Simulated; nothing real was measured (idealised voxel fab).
Module name: voxel gate over fins (process module)
Cross-sectional view cut (width: 160 nm; square cell size: 5 nm).
Just so we're on the same page, the cross-sections are grids of square cells, and they're listed out in bands top to bottom, each band one or more rows deep.
It is stipulated that each band's entry specify, in nanometres, the height of the top of the band and then that of its bottom, followed by the materials of the band in left-to-right sequence, each together with its width in nanometres. A single material marked by the word "all across" is understood to fill the band from edge to edge; the word "air" is understood to denote empty space.
Beneath 0, the wafer as received is one material, and that level is where height counting begins. The lowest band goes on downward without a bottom; it is written like "0 down".
A two-number width, for instance "30..40", indicates that the width is equal to the first number in the top row of the band and to the second number in the bottom row, and that it changes by a constant amount per row of cells.
You'll sometimes find "remained the same" written for a step, and that's the way of saying that nowhere in the cross-section did a cell change during that step.
In the "Sealed void listing" entry, you get each enclosed empty space of 8 cells or more, one with no open way to the top, written width x height at distance, distance from the left edge, in nm.
What comes after the settings on a step's line is commentary from the simulator itself on that step.
The "overlay nm" setting may appear on a step's line; for a step that uses a mask, it gives how far to the right of its planned position the mask lay, and a negative value indicates the left.

## Steps planned for the process
1,RECEIVE with material Si
2,CONFORMAL_DEP with material SiN, thk nm 5
3,DIRECTIONAL_DEP with material aC, thk nm 15
4,PATTERN with tone cover, mask id FINS, material resist, width nm 15, pitch nm 60, thk nm 30, overlay nm 0
5,DIRECTIONAL_ETCH with etch materials aC, depth nm 15
6,STRIP with etch materials resist
7,DIRECTIONAL_ETCH with etch materials SiN, depth nm 5
8,DIRECTIONAL_ETCH with etch materials Si, depth nm 40
9,STRIP with etch materials aC
10,OXIDIZE with depth nm 5
11,FILL_DEP with material SiO2, thk nm 10
12,CMP with height nm 5
13,DIRECTIONAL_DEP with material aC, thk nm 15
14,PATTERN with tone open, mask id RAIL, material resist, width nm 15, thk nm 35, overlay nm 0
15,DIRECTIONAL_ETCH with etch materials aC, depth nm 15
16,STRIP with etch materials resist
17,DIRECTIONAL_ETCH with etch materials SiO2, depth nm 40
18,STRIP with etch materials aC
19,CONFORMAL_DEP with material TiN, thk nm 5
20,FILL_DEP with material W, thk nm 5
21,CMP with height nm 5
22,SELECTIVE_ETCH with etch materials W Ru TiN, depth nm 20
23,FILL_DEP with material SiO2, thk nm 5
24,CMP with height nm 5
25,SELECTIVE_ETCH with etch materials SiO2, depth nm 15
26,STRIP with etch materials SiN
27,CONFORMAL_DEP with material HfO2, thk nm 5
28,CONFORMAL_DEP with material TiN, thk nm 5
29,CONFORMAL_DEP with material TiAl, thk nm 5
30,CONFORMAL_DEP with material TiN, thk nm 5
31,FILL_DEP with material W, thk nm 15
32,CMP with height nm 30
33,CONFORMAL_DEP with material SiCN, thk nm 10

## The first of a set of two wafers, run to plan

## Wafer at receipt (post step 1), cross-section
> 0 down  Si all across
> Sealed void listing: none

## Wafer section view after processing step 2
> 5 to 0  SiN all across
> For the remainder of the cross-section, below 0, there is no change.

## Wafer section view after processing step 3
> 20 to 5  aC all across
> For the remainder of the cross-section, below 5, there is no change.

## Wafer section view after processing step 4
> 50 to 20  air 40 nm, then resist 15 nm, then air 45 nm, then resist 15 nm, then air 45 nm
> For the remainder of the cross-section, below 20, there is no change.

## Wafer section view after processing step 5
> 35 to 20  air 40 nm, then resist 15 nm, then air 45 nm, then resist 15 nm, then air 45 nm
> 20 to 5  air 40 nm, then aC 15 nm, then air 45 nm, then aC 15 nm, then air 45 nm
> For the remainder of the cross-section, below 5, there is no change.

## Wafer section view after processing step 6
> 20 to 5  air 40 nm, then aC 15 nm, then air 45 nm, then aC 15 nm, then air 45 nm
> For the remainder of the cross-section, below 5, there is no change.

## Wafer section view after processing step 7
> 20 to 5  air 40 nm, then aC 15 nm, then air 45 nm, then aC 15 nm, then air 45 nm
> 5 to 0  air 40 nm, then SiN 15 nm, then air 45 nm, then SiN 15 nm, then air 45 nm
> For the remainder of the cross-section, below 0, there is no change.

## Wafer section view after processing step 8
> 20 to 5  air 40 nm, then aC 15 nm, then air 45 nm, then aC 15 nm, then air 45 nm
> 5 to 0  air 40 nm, then SiN 15 nm, then air 45 nm, then SiN 15 nm, then air 45 nm
> 0 to -40  air 40 nm, then Si 15 nm, then air 45 nm, then Si 15 nm, then air 45 nm
> For the remainder of the cross-section, below -40, there is no change.

## Wafer section view after processing step 9
> 5 to 0  air 40 nm, then SiN 15 nm, then air 45 nm, then SiN 15 nm, then air 45 nm
> For the remainder of the cross-section, below 0, there is no change.

## Wafer section view after processing step 10
> 5 to 0  air 40 nm, then SiN 15 nm, then air 45 nm, then SiN 15 nm, then air 45 nm
> 0 to -40  air 40 nm, then SiO2 5 nm, then Si 5 nm, then SiO2 5 nm, then air 45 nm, then SiO2 5 nm, then Si 5 nm, then SiO2 5 nm, then air 45 nm
> -40 to -45  SiO2 45 nm, then Si 5 nm, then SiO2 55 nm, then Si 5 nm, then SiO2 50 nm
> For the remainder of the cross-section, below -45, there is no change.

## Wafer section view after processing step 11
> 15 to 5  SiO2 all across
> 5 to 0  SiO2 40 nm, then SiN 15 nm, then SiO2 45 nm, then SiN 15 nm, then SiO2 45 nm
> 0 to -45  SiO2 45 nm, then Si 5 nm, then SiO2 55 nm, then Si 5 nm, then SiO2 50 nm
> For the remainder of the cross-section, below -45, there is no change.

## Wafer section view after processing step 12
> 5 to 0  SiO2 40 nm, then SiN 15 nm, then SiO2 45 nm, then SiN 15 nm, then SiO2 45 nm
> For the remainder of the cross-section, below 0, there is no change.

## Wafer section view after processing step 13
> 20 to 5  aC all across
> For the remainder of the cross-section, below 5, there is no change.

## Wafer section view after processing step 14
> 55 to 20  resist 70 nm, then air 15 nm, then resist 75 nm
> For the remainder of the cross-section, below 20, there is no change.

## Wafer section view after processing step 15
> 40 to 20  resist 70 nm, then air 15 nm, then resist 75 nm
> 20 to 5  aC 70 nm, then air 15 nm, then aC 75 nm
> For the remainder of the cross-section, below 5, there is no change.

## Wafer section view after processing step 16
> 20 to 5  aC 70 nm, then air 15 nm, then aC 75 nm
> For the remainder of the cross-section, below 5, there is no change.

## Wafer section view after processing step 17
> 20 to 5  aC 70 nm, then air 15 nm, then aC 75 nm
> 5 to 0  SiO2 40 nm, then SiN 15 nm, then SiO2 15 nm, then air 15 nm, then SiO2 15 nm, then SiN 15 nm, then SiO2 45 nm
> 0 to -35  SiO2 45 nm, then Si 5 nm, then SiO2 20 nm, then air 15 nm, then SiO2 20 nm, then Si 5 nm, then SiO2 50 nm
> For the remainder of the cross-section, below -35, there is no change.

## Wafer section view after processing step 18
> 5 to 0  SiO2 40 nm, then SiN 15 nm, then SiO2 15 nm, then air 15 nm, then SiO2 15 nm, then SiN 15 nm, then SiO2 45 nm
> For the remainder of the cross-section, below 0, there is no change.

## Wafer section view after processing step 19
> 10 to 5  TiN 75 nm, then air 5 nm, then TiN 80 nm
> 5 to 0  SiO2 40 nm, then SiN 15 nm, then SiO2 15 nm, then TiN 5 nm, then air 5 nm, then TiN 5 nm, then SiO2 15 nm, then SiN 15 nm, then SiO2 45 nm
> 0 to -30  SiO2 45 nm, then Si 5 nm, then SiO2 20 nm, then TiN 5 nm, then air 5 nm, then TiN 5 nm, then SiO2 20 nm, then Si 5 nm, then SiO2 50 nm
> -30 to -35  SiO2 45 nm, then Si 5 nm, then SiO2 20 nm, then TiN 15 nm, then SiO2 20 nm, then Si 5 nm, then SiO2 50 nm
> For the remainder of the cross-section, below -35, there is no change.

## Wafer section view after processing step 20
> 15 to 10  W all across
> 10 to 5  TiN 75 nm, then W 5 nm, then TiN 80 nm
> 5 to 0  SiO2 40 nm, then SiN 15 nm, then SiO2 15 nm, then TiN 5 nm, then W 5 nm, then TiN 5 nm, then SiO2 15 nm, then SiN 15 nm, then SiO2 45 nm
> 0 to -30  SiO2 45 nm, then Si 5 nm, then SiO2 20 nm, then TiN 5 nm, then W 5 nm, then TiN 5 nm, then SiO2 20 nm, then Si 5 nm, then SiO2 50 nm
> For the remainder of the cross-section, below -30, there is no change.

## Wafer section view after processing step 21
> 5 to 0  SiO2 40 nm, then SiN 15 nm, then SiO2 15 nm, then TiN 5 nm, then W 5 nm, then TiN 5 nm, then SiO2 15 nm, then SiN 15 nm, then SiO2 45 nm
> For the remainder of the cross-section, below 0, there is no change.

## Wafer section view after processing step 22
> 5 to 0  SiO2 40 nm, then SiN 15 nm, then SiO2 15 nm, then air 15 nm, then SiO2 15 nm, then SiN 15 nm, then SiO2 45 nm
> 0 to -15  SiO2 45 nm, then Si 5 nm, then SiO2 20 nm, then air 15 nm, then SiO2 20 nm, then Si 5 nm, then SiO2 50 nm
> For the remainder of the cross-section, below -15, there is no change.

## Wafer section view after processing step 23
> 10 to 5  SiO2 all across
> 5 to 0  SiO2 40 nm, then SiN 15 nm, then SiO2 45 nm, then SiN 15 nm, then SiO2 45 nm
> 0 to -15  SiO2 45 nm, then Si 5 nm, then SiO2 55 nm, then Si 5 nm, then SiO2 50 nm
> For the remainder of the cross-section, below -15, there is no change.

## Wafer section view after processing step 24
> 5 to 0  SiO2 40 nm, then SiN 15 nm, then SiO2 45 nm, then SiN 15 nm, then SiO2 45 nm
> For the remainder of the cross-section, below 0, there is no change.

## Wafer section view after processing step 25
> 5 to 0  air 40 nm, then SiN 15 nm, then air 45 nm, then SiN 15 nm, then air 45 nm
> 0 to -10  air 45 nm, then Si 5 nm, then air 55 nm, then Si 5 nm, then air 50 nm
> For the remainder of the cross-section, below -10, there is no change.

## Wafer section view after processing step 26
> 0 to -10  air 45 nm, then Si 5 nm, then air 55 nm, then Si 5 nm, then air 50 nm
> For the remainder of the cross-section, below -10, there is no change.

## Wafer section view after processing step 27
> 5 to 0  air 40 nm, then HfO2 15 nm, then air 45 nm, then HfO2 15 nm, then air 45 nm
> 0 to -5  air 40 nm, then HfO2 5 nm, then Si 5 nm, then HfO2 5 nm, then air 45 nm, then HfO2 5 nm, then Si 5 nm, then HfO2 5 nm, then air 45 nm
> -5 to -10  HfO2 45 nm, then Si 5 nm, then HfO2 55 nm, then Si 5 nm, then HfO2 50 nm
> For the remainder of the cross-section, below -10, there is no change.

## Wafer section view after processing step 28
> 10 to 5  air 35 nm, then TiN 25 nm, then air 35 nm, then TiN 25 nm, then air 40 nm
> 5 to 0  air 35 nm, then TiN 5 nm, then HfO2 15 nm, then TiN 5 nm, then air 35 nm, then TiN 5 nm, then HfO2 15 nm, then TiN 5 nm, then air 40 nm
> 0 to -5  TiN 40 nm, then HfO2 5 nm, then Si 5 nm, then HfO2 5 nm, then TiN 45 nm, then HfO2 5 nm, then Si 5 nm, then HfO2 5 nm, then TiN 45 nm
> For the remainder of the cross-section, below -5, there is no change.

## Wafer section view after processing step 29
> 15 to 10  air 30 nm, then TiAl 35 nm, then air 25 nm, then TiAl 35 nm, then air 35 nm
> 10 to 5  air 30 nm, then TiAl 5 nm, then TiN 25 nm, then TiAl 5 nm, then air 25 nm, then TiAl 5 nm, then TiN 25 nm, then TiAl 5 nm, then air 35 nm
> 5 to 0  TiAl 35 nm, then TiN 5 nm, then HfO2 15 nm, then TiN 5 nm, then TiAl 35 nm, then TiN 5 nm, then HfO2 15 nm, then TiN 5 nm, then TiAl 40 nm
> For the remainder of the cross-section, below 0, there is no change.

## Wafer section view after processing step 30
> 20 to 15  air 25 nm, then TiN 45 nm, then air 15 nm, then TiN 45 nm, then air 30 nm
> 15 to 10  air 25 nm, then TiN 5 nm, then TiAl 35 nm, then TiN 5 nm, then air 15 nm, then TiN 5 nm, then TiAl 35 nm, then TiN 5 nm, then air 30 nm
> 10 to 5  TiN 30 nm, then TiAl 5 nm, then TiN 25 nm, then TiAl 5 nm, then TiN 25 nm, then TiAl 5 nm, then TiN 25 nm, then TiAl 5 nm, then TiN 35 nm
> For the remainder of the cross-section, below 5, there is no change.

## Wafer section view after processing step 31
> 35 to 20  W all across
> 20 to 15  W 25 nm, then TiN 45 nm, then W 15 nm, then TiN 45 nm, then W 30 nm
> 15 to 10  W 25 nm, then TiN 5 nm, then TiAl 35 nm, then TiN 5 nm, then W 15 nm, then TiN 5 nm, then TiAl 35 nm, then TiN 5 nm, then W 30 nm
> For the remainder of the cross-section, below 10, there is no change.

## Wafer section view after processing step 32
> 30 to 20  W all across
> For the remainder of the cross-section, below 20, there is no change.

## Wafer section view after processing step 33
> 40 to 30  SiCN all across
> For the remainder of the cross-section, below 30, there is no change.

## The remaining wafer, second of the two, started like the first and was run to the same plan, except that one mistake was made along the way; the two coincide through step 24, inclusive

## Second wafer, section view, time point: scheduled end of step 25
> 5 to 0  air 40 nm, then SiN 15 nm, then air 45 nm, then SiN 15 nm, then air 45 nm
> 0 to -15  air 45 nm, then Si 5 nm, then air 55 nm, then Si 5 nm, then air 50 nm
> -15 to -25  air 45 nm, then Si 5 nm, then air 20 nm, then TiN 5 nm, then W 5 nm, then TiN 5 nm, then air 20 nm, then Si 5 nm, then air 50 nm
> For the remainder of the cross-section, below -25, there is no change.

## Second wafer, section view, time point: scheduled end of step 26
> 0 to -15  air 45 nm, then Si 5 nm, then air 55 nm, then Si 5 nm, then air 50 nm
> For the remainder of the cross-section, below -15, there is no change.

## Second wafer, section view, time point: scheduled end of step 27
> 5 to 0  air 40 nm, then HfO2 15 nm, then air 45 nm, then HfO2 15 nm, then air 45 nm
> 0 to -10  air 40 nm, then HfO2 5 nm, then Si 5 nm, then HfO2 5 nm, then air 45 nm, then HfO2 5 nm, then Si 5 nm, then HfO2 5 nm, then air 45 nm
> -10 to -15  air 40 nm, then HfO2 5 nm, then Si 5 nm, then HfO2 5 nm, then air 10 nm, then HfO2 25 nm, then air 10 nm, then HfO2 5 nm, then Si 5 nm, then HfO2 5 nm, then air 45 nm
> -15 to -20  air 40 nm, then HfO2 5 nm, then Si 5 nm, then HfO2 5 nm, then air 10 nm, then HfO2 5 nm, then TiN 5 nm, then W 5 nm, then TiN 5 nm, then HfO2 5 nm, then air 10 nm, then HfO2 5 nm, then Si 5 nm, then HfO2 5 nm, then air 45 nm
> -20 to -25  HfO2 45 nm, then Si 5 nm, then HfO2 20 nm, then TiN 5 nm, then W 5 nm, then TiN 5 nm, then HfO2 20 nm, then Si 5 nm, then HfO2 50 nm
> For the remainder of the cross-section, below -25, there is no change.

## Second wafer, section view, time point: scheduled end of step 28
> 10 to 5  air 35 nm, then TiN 25 nm, then air 35 nm, then TiN 25 nm, then air 40 nm
> 5 to 0  air 35 nm, then TiN 5 nm, then HfO2 15 nm, then TiN 5 nm, then air 35 nm, then TiN 5 nm, then HfO2 15 nm, then TiN 5 nm, then air 40 nm
> 0 to -5  air 35 nm, then TiN 5 nm, then HfO2 5 nm, then Si 5 nm, then HfO2 5 nm, then TiN 5 nm, then air 35 nm, then TiN 5 nm, then HfO2 5 nm, then Si 5 nm, then HfO2 5 nm, then TiN 5 nm, then air 40 nm
> -5 to -10  air 35 nm, then TiN 5 nm, then HfO2 5 nm, then Si 5 nm, then HfO2 5 nm, then TiN 45 nm, then HfO2 5 nm, then Si 5 nm, then HfO2 5 nm, then TiN 5 nm, then air 40 nm
> -10 to -15  air 35 nm, then TiN 5 nm, then HfO2 5 nm, then Si 5 nm, then HfO2 5 nm, then TiN 10 nm, then HfO2 25 nm, then TiN 10 nm, then HfO2 5 nm, then Si 5 nm, then HfO2 5 nm, then TiN 5 nm, then air 40 nm
> -15 to -20  TiN 40 nm, then HfO2 5 nm, then Si 5 nm, then HfO2 5 nm, then TiN 10 nm, then HfO2 5 nm, then TiN 5 nm, then W 5 nm, then TiN 5 nm, then HfO2 5 nm, then TiN 10 nm, then HfO2 5 nm, then Si 5 nm, then HfO2 5 nm, then TiN 45 nm
> For the remainder of the cross-section, below -20, there is no change.

## Second wafer, section view, time point: scheduled end of step 29
> 15 to 10  air 30 nm, then TiAl 35 nm, then air 25 nm, then TiAl 35 nm, then air 35 nm
> 10 to 5  air 30 nm, then TiAl 5 nm, then TiN 25 nm, then TiAl 5 nm, then air 25 nm, then TiAl 5 nm, then TiN 25 nm, then TiAl 5 nm, then air 35 nm
> 5 to 0  air 30 nm, then TiAl 5 nm, then TiN 5 nm, then HfO2 15 nm, then TiN 5 nm, then TiAl 5 nm, then air 25 nm, then TiAl 5 nm, then TiN 5 nm, then HfO2 15 nm, then TiN 5 nm, then TiAl 5 nm, then air 35 nm
> 0 to -5  air 30 nm, then TiAl 5 nm, then TiN 5 nm, then HfO2 5 nm, then Si 5 nm, then HfO2 5 nm, then TiN 5 nm, then TiAl 35 nm, then TiN 5 nm, then HfO2 5 nm, then Si 5 nm, then HfO2 5 nm, then TiN 5 nm, then TiAl 5 nm, then air 35 nm
> -5 to -10  air 30 nm, then TiAl 5 nm, then TiN 5 nm, then HfO2 5 nm, then Si 5 nm, then HfO2 5 nm, then TiN 45 nm, then HfO2 5 nm, then Si 5 nm, then HfO2 5 nm, then TiN 5 nm, then TiAl 5 nm, then air 35 nm
> -10 to -15  TiAl 35 nm, then TiN 5 nm, then HfO2 5 nm, then Si 5 nm, then HfO2 5 nm, then TiN 10 nm, then HfO2 25 nm, then TiN 10 nm, then HfO2 5 nm, then Si 5 nm, then HfO2 5 nm, then TiN 5 nm, then TiAl 40 nm
> For the remainder of the cross-section, below -15, there is no change.

## Second wafer, section view, time point: scheduled end of step 30
> 20 to 15  air 25 nm, then TiN 45 nm, then air 15 nm, then TiN 45 nm, then air 30 nm
> 15 to 10  air 25 nm, then TiN 5 nm, then TiAl 35 nm, then TiN 5 nm, then air 15 nm, then TiN 5 nm, then TiAl 35 nm, then TiN 5 nm, then air 30 nm
> 10 to 5  air 25 nm, then TiN 5 nm, then TiAl 5 nm, then TiN 25 nm, then TiAl 5 nm, then TiN 5 nm, then air 15 nm, then TiN 5 nm, then TiAl 5 nm, then TiN 25 nm, then TiAl 5 nm, then TiN 5 nm, then air 30 nm
> 5 to 0  air 25 nm, then TiN 5 nm, then TiAl 5 nm, then TiN 5 nm, then HfO2 15 nm, then TiN 5 nm, then TiAl 5 nm, then TiN 25 nm, then TiAl 5 nm, then TiN 5 nm, then HfO2 15 nm, then TiN 5 nm, then TiAl 5 nm, then TiN 5 nm, then air 30 nm
> 0 to -5  air 25 nm, then TiN 5 nm, then TiAl 5 nm, then TiN 5 nm, then HfO2 5 nm, then Si 5 nm, then HfO2 5 nm, then TiN 5 nm, then TiAl 35 nm, then TiN 5 nm, then HfO2 5 nm, then Si 5 nm, then HfO2 5 nm, then TiN 5 nm, then TiAl 5 nm, then TiN 5 nm, then air 30 nm
> -5 to -10  TiN 30 nm, then TiAl 5 nm, then TiN 5 nm, then HfO2 5 nm, then Si 5 nm, then HfO2 5 nm, then TiN 45 nm, then HfO2 5 nm, then Si 5 nm, then HfO2 5 nm, then TiN 5 nm, then TiAl 5 nm, then TiN 35 nm
> For the remainder of the cross-section, below -10, there is no change.

## Second wafer, section view, time point: scheduled end of step 31
> 35 to 20  W all across
> 20 to 15  W 25 nm, then TiN 45 nm, then W 15 nm, then TiN 45 nm, then W 30 nm
> 15 to 10  W 25 nm, then TiN 5 nm, then TiAl 35 nm, then TiN 5 nm, then W 15 nm, then TiN 5 nm, then TiAl 35 nm, then TiN 5 nm, then W 30 nm
> 10 to 5  W 25 nm, then TiN 5 nm, then TiAl 5 nm, then TiN 25 nm, then TiAl 5 nm, then TiN 5 nm, then W 15 nm, then TiN 5 nm, then TiAl 5 nm, then TiN 25 nm, then TiAl 5 nm, then TiN 5 nm, then W 30 nm
> 5 to 0  W 25 nm, then TiN 5 nm, then TiAl 5 nm, then TiN 5 nm, then HfO2 15 nm, then TiN 5 nm, then TiAl 5 nm, then TiN 25 nm, then TiAl 5 nm, then TiN 5 nm, then HfO2 15 nm, then TiN 5 nm, then TiAl 5 nm, then TiN 5 nm, then W 30 nm
> 0 to -5  W 25 nm, then TiN 5 nm, then TiAl 5 nm, then TiN 5 nm, then HfO2 5 nm, then Si 5 nm, then HfO2 5 nm, then TiN 5 nm, then TiAl 35 nm, then TiN 5 nm, then HfO2 5 nm, then Si 5 nm, then HfO2 5 nm, then TiN 5 nm, then TiAl 5 nm, then TiN 5 nm, then W 30 nm
> For the remainder of the cross-section, below -5, there is no change.

## Second wafer, section view, time point: scheduled end of step 32
> 30 to 20  W all across
> For the remainder of the cross-section, below 20, there is no change.

## Second wafer, section view, time point: scheduled end of step 33
> 40 to 30  SiCN all across
> For the remainder of the cross-section, below 30, there is no change.
Misprocessing identified: plan step 25 ran twice
Materials where the second wafer ends with more or fewer cells than the first: HfO2: 16 more | SiO2: 84 fewer | TiAl: 8 more | TiN: 24 more | W: 36 more
